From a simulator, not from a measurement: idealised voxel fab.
The process module presented herein is designated voxel spacer lines.
Shown is cross-section cut, with a width of 230 nm and square cells of size 5 nm.
Heads up, the way a cross-section reads in here is a grid of square cells, handed over as bands from the top down, with every band being one or more rows of cells. Each band's line starts with the height of the band's top and of its bottom, in nm. Then come its materials from left to right, each with its width in nm. One material with "edge to edge" fills the band from edge to edge. "empty" is empty space. The reference from which all heights are counted is 0, the level beneath which the as-received wafer is entirely one material; the lowest band, having no lower bound, proceeds downward and is written after the example "0 nm and below". A two-number width, for instance "30 to 40", indicates that the width is equal to the first number in the top row of the band and to the second number in the bottom row, and that it changes by a constant amount per row of cells. It should be understood that the words "all unchanged", when stated for a given step, signify that the cross-section underwent no change in any of its cells during that step. Each empty space that has no open way to the top and spans at least 8 cells appears under "Closed cavity list" as width x height at distance, the distance counted from the left edge, all in nm. Anything after a step's settings on that line? It's the simulator's own note about the step. When a step includes a mask, the "overlay nm" setting on its line states how far to the right of its planned place that mask lay, and negative values state how far to the left.

# The process steps that were planned are listed below
1: RECEIVE (material Si)
2: CONFORMAL_DEP (material Al2O3; thk nm 5)
3: DIRECTIONAL_DEP (material SiN; thk nm 10)
4: DIRECTIONAL_DEP (material polySi; thk nm 25)
5: PATTERN (tone cover; mask id MANDREL; material resist; width nm 15; pitch nm 60; thk nm 35; overlay nm 0)
6: DIRECTIONAL_ETCH (etch materials polySi; depth nm 25)
7: STRIP (etch materials resist)
8: CONFORMAL_DEP (material SiO2; thk nm 15)
9: DIRECTIONAL_ETCH (etch materials SiO2; depth nm 15)
10: STRIP (etch materials polySi)
11: DIRECTIONAL_ETCH (etch materials SiN; depth nm 10)
12: STRIP (etch materials SiO2)

# Cross-section: wafer on arrival = after step 1
> 0 nm and below | Si edge to edge
> Closed cavity list: none

# End-of-module cross-section of the first of two wafers, processed as planned
> 15 nm to 5 nm | empty 30 nm, then SiN 15 nm, then empty 15 nm, then SiN 15 nm, then empty 15 nm, then SiN 15 nm, then empty 15 nm, then SiN 15 nm, then empty 15 nm, then SiN 15 nm, then empty 15 nm, then SiN 15 nm, then empty 35 nm
> 5 nm to 0 nm | Al2O3 edge to edge
> 0 nm and below | Si edge to edge
> Closed cavity list: none

# Cross-section, wafer two of two, end of module: same start and plan as wafer one, one error in execution
> 15 nm to 5 nm | empty 25 nm, then SiN 15 nm, then empty 25 nm, then SiN 15 nm, then empty 5 nm, then SiN 15 nm, then empty 25 nm, then SiN 15 nm, then empty 5 nm, then SiN 15 nm, then empty 25 nm, then SiN 15 nm, then empty 30 nm
> 5 nm to 0 nm | Al2O3 edge to edge
> 0 nm and below | Si edge to edge
> Closed cavity list: none
Heads up, the wafer didn't run the way we planned it: contrary to plan, step 5 was performed as PATTERN (tone cover; mask id MANDREL; material resist; width nm 25; pitch nm 60; thk nm 35; overlay nm 0)
At the end, each material covers as many cells on the second wafer as it does on the first, though the cells it covers are elsewhere.
